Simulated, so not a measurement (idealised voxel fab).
Process module, titled voxel air gaps
For reference, the cross-section in this document is cut, with width 290 nm and square cells of 5 nm.
If you're reading a cross-section in this doc, picture square cells in a grid; it comes to you as bands, top ones listed first down to the bottom, and a band can be one or more rows of cells. Band: top height; bottom height; in nm. Then, left to right: material with width in nm, for each material. "everywhere": a single material spanning edge to edge. "empty": empty space. Convention: height 0 is the level below which the wafer, as received, is all one material. The lowest band does not terminate at the bottom but continues downward, represented as "0..down". Width "30->40": first value at the band's top row of cells, second value at its bottom row, equal change from row to row. "changes: none", as given for a step, is the statement that not any cell of the cross-section underwent a change during that step. "Completely sealed voids": sealed empty spaces, 8 cells or more, no open way to top, listed width x height at distance, with distance from the left edge and width, height and distance in nm. Step line, after settings: the simulator's comment on this step. For masked steps, "overlay nm" on the step line gives how far right of plan the mask actually lay; a minus sign means it lay to the left.
List of planned process steps
1: RECEIVE | material Si
2: CONFORMAL_DEP | material SiO2 | thk nm 15
3: CONFORMAL_DEP | material SiCN | thk nm 5
4: DIRECTIONAL_DEP | material SiO2 | thk nm 40
5: DIRECTIONAL_DEP | material aC | thk nm 15
6: PATTERN | tone open | mask id LINES | material resist | width nm 20 | pitch nm 45 | thk nm 30 | overlay nm 0
7: DIRECTIONAL_ETCH | etch materials aC | depth nm 15
8: STRIP | etch materials resist
9: DIRECTIONAL_ETCH | etch materials SiO2 | depth nm 40
10: STRIP | etch materials aC
11: CONFORMAL_DEP | material TiN | thk nm 5
12: FILL_DEP | material W | thk nm 5
13: CMP | height nm 60
14: EPI | material Ru | thk nm 10
15: SELECTIVE_ETCH | etch materials SiO2 | depth nm 50
16: CONFORMAL_DEP | material SiCN | thk nm 5
So, the first of our two wafers, run just as we planned it
Cross-section of the incoming wafer, state after step 1
	0..down | Si everywhere
	Completely sealed voids: none
Presented here is a cross-section of the wafer after step 2 has been performed
	15..0 | SiO2 everywhere
	Beneath the level 0, the cross-section is identical to its previous state.
Presented here is a cross-section of the wafer after step 3 has been performed
	20..15 | SiCN everywhere
	Beneath the level 15, the cross-section is identical to its previous state.
Presented here is a cross-section of the wafer after step 4 has been performed
	60..20 | SiO2 everywhere
	Beneath the level 20, the cross-section is identical to its previous state.
Presented here is a cross-section of the wafer after step 5 has been performed
	75..60 | aC everywhere
	Beneath the level 60, the cross-section is identical to its previous state.
Presented here is a cross-section of the wafer after step 6 has been performed
	105..75 | resist 65 nm  empty 20 nm  resist 25 nm  empty 20 nm  resist 25 nm  empty 20 nm  resist 25 nm  empty 20 nm  resist 70 nm
	Beneath the level 75, the cross-section is identical to its previous state.
Presented here is a cross-section of the wafer after step 7 has been performed
	90..75 | resist 65 nm  empty 20 nm  resist 25 nm  empty 20 nm  resist 25 nm  empty 20 nm  resist 25 nm  empty 20 nm  resist 70 nm
	75..60 | aC 65 nm  empty 20 nm  aC 25 nm  empty 20 nm  aC 25 nm  empty 20 nm  aC 25 nm  empty 20 nm  aC 70 nm
	Beneath the level 60, the cross-section is identical to its previous state.
Presented here is a cross-section of the wafer after step 8 has been performed
	75..60 | aC 65 nm  empty 20 nm  aC 25 nm  empty 20 nm  aC 25 nm  empty 20 nm  aC 25 nm  empty 20 nm  aC 70 nm
	Beneath the level 60, the cross-section is identical to its previous state.
Presented here is a cross-section of the wafer after step 9 has been performed
	75..60 | aC 65 nm  empty 20 nm  aC 25 nm  empty 20 nm  aC 25 nm  empty 20 nm  aC 25 nm  empty 20 nm  aC 70 nm
	60..20 | SiO2 65 nm  empty 20 nm  SiO2 25 nm  empty 20 nm  SiO2 25 nm  empty 20 nm  SiO2 25 nm  empty 20 nm  SiO2 70 nm
	Beneath the level 20, the cross-section is identical to its previous state.
Presented here is a cross-section of the wafer after step 10 has been performed
	60..20 | SiO2 65 nm  empty 20 nm  SiO2 25 nm  empty 20 nm  SiO2 25 nm  empty 20 nm  SiO2 25 nm  empty 20 nm  SiO2 70 nm
	Beneath the level 20, the cross-section is identical to its previous state.
Presented here is a cross-section of the wafer after step 11 has been performed
	65..60 | TiN 70 nm  empty 10 nm  TiN 35 nm  empty 10 nm  TiN 35 nm  empty 10 nm  TiN 35 nm  empty 10 nm  TiN 75 nm
	60..25 | SiO2 65 nm  TiN 5 nm  empty 10 nm  TiN 5 nm  SiO2 25 nm  TiN 5 nm  empty 10 nm  TiN 5 nm  SiO2 25 nm  TiN 5 nm  empty 10 nm  TiN 5 nm  SiO2 25 nm  TiN 5 nm  empty 10 nm  TiN 5 nm  SiO2 70 nm
	25..20 | SiO2 65 nm  TiN 20 nm  SiO2 25 nm  TiN 20 nm  SiO2 25 nm  TiN 20 nm  SiO2 25 nm  TiN 20 nm  SiO2 70 nm
	Beneath the level 20, the cross-section is identical to its previous state.
Presented here is a cross-section of the wafer after step 12 has been performed
	70..65 | W everywhere
	65..60 | TiN 70 nm  W 10 nm  TiN 35 nm  W 10 nm  TiN 35 nm  W 10 nm  TiN 35 nm  W 10 nm  TiN 75 nm
	60..25 | SiO2 65 nm  TiN 5 nm  W 10 nm  TiN 5 nm  SiO2 25 nm  TiN 5 nm  W 10 nm  TiN 5 nm  SiO2 25 nm  TiN 5 nm  W 10 nm  TiN 5 nm  SiO2 25 nm  TiN 5 nm  W 10 nm  TiN 5 nm  SiO2 70 nm
	Beneath the level 25, the cross-section is identical to its previous state.
Presented here is a cross-section of the wafer after step 13 has been performed
	60..25 | SiO2 65 nm  TiN 5 nm  W 10 nm  TiN 5 nm  SiO2 25 nm  TiN 5 nm  W 10 nm  TiN 5 nm  SiO2 25 nm  TiN 5 nm  W 10 nm  TiN 5 nm  SiO2 25 nm  TiN 5 nm  W 10 nm  TiN 5 nm  SiO2 70 nm
	Beneath the level 25, the cross-section is identical to its previous state.
Presented here is a cross-section of the wafer after step 14 has been performed
	70..60 | empty 55 nm  Ru 40 nm  empty 5 nm  Ru 40 nm  empty 5 nm  Ru 40 nm  empty 5 nm  Ru 40 nm  empty 60 nm
	Beneath the level 60, the cross-section is identical to its previous state.
Presented here is a cross-section of the wafer after step 15 has been performed
	70..60 | empty 55 nm  Ru 40 nm  empty 5 nm  Ru 40 nm  empty 5 nm  Ru 40 nm  empty 5 nm  Ru 40 nm  empty 60 nm
	60..25 | empty 65 nm  TiN 5 nm  W 10 nm  TiN 5 nm  empty 25 nm  TiN 5 nm  W 10 nm  TiN 5 nm  empty 25 nm  TiN 5 nm  W 10 nm  TiN 5 nm  empty 25 nm  TiN 5 nm  W 10 nm  TiN 5 nm  empty 70 nm
	25..20 | empty 65 nm  TiN 20 nm  empty 25 nm  TiN 20 nm  empty 25 nm  TiN 20 nm  empty 25 nm  TiN 20 nm  empty 70 nm
	Beneath the level 20, the cross-section is identical to its previous state.
Presented here is a cross-section of the wafer after step 16 has been performed
	75..70 | empty 50 nm  SiCN 185 nm  empty 55 nm
	70..60 | empty 50 nm  SiCN 5 nm  Ru 40 nm  SiCN 5 nm  Ru 40 nm  SiCN 5 nm  Ru 40 nm  SiCN 5 nm  Ru 40 nm  SiCN 5 nm  empty 55 nm
	60..55 | empty 50 nm  SiCN 15 nm  TiN 5 nm  W 10 nm  TiN 5 nm  SiCN 25 nm  TiN 5 nm  W 10 nm  TiN 5 nm  SiCN 25 nm  TiN 5 nm  W 10 nm  TiN 5 nm  SiCN 25 nm  TiN 5 nm  W 10 nm  TiN 5 nm  SiCN 15 nm  empty 55 nm
	55..25 | empty 60 nm  SiCN 5 nm  TiN 5 nm  W 10 nm  TiN 5 nm  SiCN 5 nm  empty 15 nm  SiCN 5 nm  TiN 5 nm  W 10 nm  TiN 5 nm  SiCN 5 nm  empty 15 nm  SiCN 5 nm  TiN 5 nm  W 10 nm  TiN 5 nm  SiCN 5 nm  empty 15 nm  SiCN 5 nm  TiN 5 nm  W 10 nm  TiN 5 nm  SiCN 5 nm  empty 65 nm
	25..20 | SiCN 65 nm  TiN 20 nm  SiCN 25 nm  TiN 20 nm  SiCN 25 nm  TiN 20 nm  SiCN 25 nm  TiN 20 nm  SiCN 70 nm
	Beneath the level 20, the cross-section is identical to its previous state.
	Completely sealed voids: 15 x 30 at 90; 15 x 30 at 135; 15 x 30 at 180
The second wafer: identical to the first at the outset and in its planned sequence, differing only in that one mistake was made during processing; up to and including step 5, its path is the first wafer's path
When step 6 should have ended
	105..75 | resist 70 nm  empty 15 nm  resist 30 nm  empty 15 nm  resist 30 nm  empty 15 nm  resist 30 nm  empty 15 nm  resist 70 nm
	Beneath the level 75, the cross-section is identical to its previous state.
When step 7 should have ended
	90..75 | resist 70 nm  empty 15 nm  resist 30 nm  empty 15 nm  resist 30 nm  empty 15 nm  resist 30 nm  empty 15 nm  resist 70 nm
	75..60 | aC 70 nm  empty 15 nm  aC 30 nm  empty 15 nm  aC 30 nm  empty 15 nm  aC 30 nm  empty 15 nm  aC 70 nm
	Beneath the level 60, the cross-section is identical to its previous state.
When step 8 should have ended
	75..60 | aC 70 nm  empty 15 nm  aC 30 nm  empty 15 nm  aC 30 nm  empty 15 nm  aC 30 nm  empty 15 nm  aC 70 nm
	Beneath the level 60, the cross-section is identical to its previous state.
When step 9 should have ended
	75..60 | aC 70 nm  empty 15 nm  aC 30 nm  empty 15 nm  aC 30 nm  empty 15 nm  aC 30 nm  empty 15 nm  aC 70 nm
	60..20 | SiO2 70 nm  empty 15 nm  SiO2 30 nm  empty 15 nm  SiO2 30 nm  empty 15 nm  SiO2 30 nm  empty 15 nm  SiO2 70 nm
	Beneath the level 20, the cross-section is identical to its previous state.
When step 10 should have ended
	60..20 | SiO2 70 nm  empty 15 nm  SiO2 30 nm  empty 15 nm  SiO2 30 nm  empty 15 nm  SiO2 30 nm  empty 15 nm  SiO2 70 nm
	Beneath the level 20, the cross-section is identical to its previous state.
When step 11 should have ended
	65..60 | TiN 75 nm  empty 5 nm  TiN 40 nm  empty 5 nm  TiN 40 nm  empty 5 nm  TiN 40 nm  empty 5 nm  TiN 75 nm
	60..25 | SiO2 70 nm  TiN 5 nm  empty 5 nm  TiN 5 nm  SiO2 30 nm  TiN 5 nm  empty 5 nm  TiN 5 nm  SiO2 30 nm  TiN 5 nm  empty 5 nm  TiN 5 nm  SiO2 30 nm  TiN 5 nm  empty 5 nm  TiN 5 nm  SiO2 70 nm
	25..20 | SiO2 70 nm  TiN 15 nm  SiO2 30 nm  TiN 15 nm  SiO2 30 nm  TiN 15 nm  SiO2 30 nm  TiN 15 nm  SiO2 70 nm
	Beneath the level 20, the cross-section is identical to its previous state.
When step 12 should have ended
	70..65 | W everywhere
	65..60 | TiN 75 nm  W 5 nm  TiN 40 nm  W 5 nm  TiN 40 nm  W 5 nm  TiN 40 nm  W 5 nm  TiN 75 nm
	60..25 | SiO2 70 nm  TiN 5 nm  W 5 nm  TiN 5 nm  SiO2 30 nm  TiN 5 nm  W 5 nm  TiN 5 nm  SiO2 30 nm  TiN 5 nm  W 5 nm  TiN 5 nm  SiO2 30 nm  TiN 5 nm  W 5 nm  TiN 5 nm  SiO2 70 nm
	Beneath the level 25, the cross-section is identical to its previous state.
When step 13 should have ended
	60..25 | SiO2 70 nm  TiN 5 nm  W 5 nm  TiN 5 nm  SiO2 30 nm  TiN 5 nm  W 5 nm  TiN 5 nm  SiO2 30 nm  TiN 5 nm  W 5 nm  TiN 5 nm  SiO2 30 nm  TiN 5 nm  W 5 nm  TiN 5 nm  SiO2 70 nm
	Beneath the level 25, the cross-section is identical to its previous state.
When step 14 should have ended
	70..60 | empty 60 nm  Ru 35 nm  empty 10 nm  Ru 35 nm  empty 10 nm  Ru 35 nm  empty 10 nm  Ru 35 nm  empty 60 nm
	Beneath the level 60, the cross-section is identical to its previous state.
When step 15 should have ended
	70..60 | empty 60 nm  Ru 35 nm  empty 10 nm  Ru 35 nm  empty 10 nm  Ru 35 nm  empty 10 nm  Ru 35 nm  empty 60 nm
	60..25 | empty 70 nm  TiN 5 nm  W 5 nm  TiN 5 nm  empty 30 nm  TiN 5 nm  W 5 nm  TiN 5 nm  empty 30 nm  TiN 5 nm  W 5 nm  TiN 5 nm  empty 30 nm  TiN 5 nm  W 5 nm  TiN 5 nm  empty 70 nm
	25..20 | empty 70 nm  TiN 15 nm  empty 30 nm  TiN 15 nm  empty 30 nm  TiN 15 nm  empty 30 nm  TiN 15 nm  empty 70 nm
	Beneath the level 20, the cross-section is identical to its previous state.
When step 16 should have ended
	75..70 | empty 55 nm  SiCN 180 nm  empty 55 nm
	70..60 | empty 55 nm  SiCN 5 nm  Ru 35 nm  SiCN 10 nm  Ru 35 nm  SiCN 10 nm  Ru 35 nm  SiCN 10 nm  Ru 35 nm  SiCN 5 nm  empty 55 nm
	60..55 | empty 55 nm  SiCN 15 nm  TiN 5 nm  W 5 nm  TiN 5 nm  SiCN 30 nm  TiN 5 nm  W 5 nm  TiN 5 nm  SiCN 30 nm  TiN 5 nm  W 5 nm  TiN 5 nm  SiCN 30 nm  TiN 5 nm  W 5 nm  TiN 5 nm  SiCN 15 nm  empty 55 nm
	55..25 | empty 65 nm  SiCN 5 nm  TiN 5 nm  W 5 nm  TiN 5 nm  SiCN 5 nm  empty 20 nm  SiCN 5 nm  TiN 5 nm  W 5 nm  TiN 5 nm  SiCN 5 nm  empty 20 nm  SiCN 5 nm  TiN 5 nm  W 5 nm  TiN 5 nm  SiCN 5 nm  empty 20 nm  SiCN 5 nm  TiN 5 nm  W 5 nm  TiN 5 nm  SiCN 5 nm  empty 65 nm
	25..20 | SiCN 70 nm  TiN 15 nm  SiCN 30 nm  TiN 15 nm  SiCN 30 nm  TiN 15 nm  SiCN 30 nm  TiN 15 nm  SiCN 70 nm
	Beneath the level 20, the cross-section is identical to its previous state.
	Completely sealed voids: 20 x 30 at 90; 20 x 30 at 135; 20 x 30 at 180
Deviation from plan: step 6, actual vs plan mismatch, actual run PATTERN | tone open | mask id LINES | material resist | width nm 15 | pitch nm 45 | thk nm 30 | overlay nm 0
At the finish, the second wafer shows more or fewer cells for some materials than the first does: Ru -8, SiCN +12, TiN -4, W -28
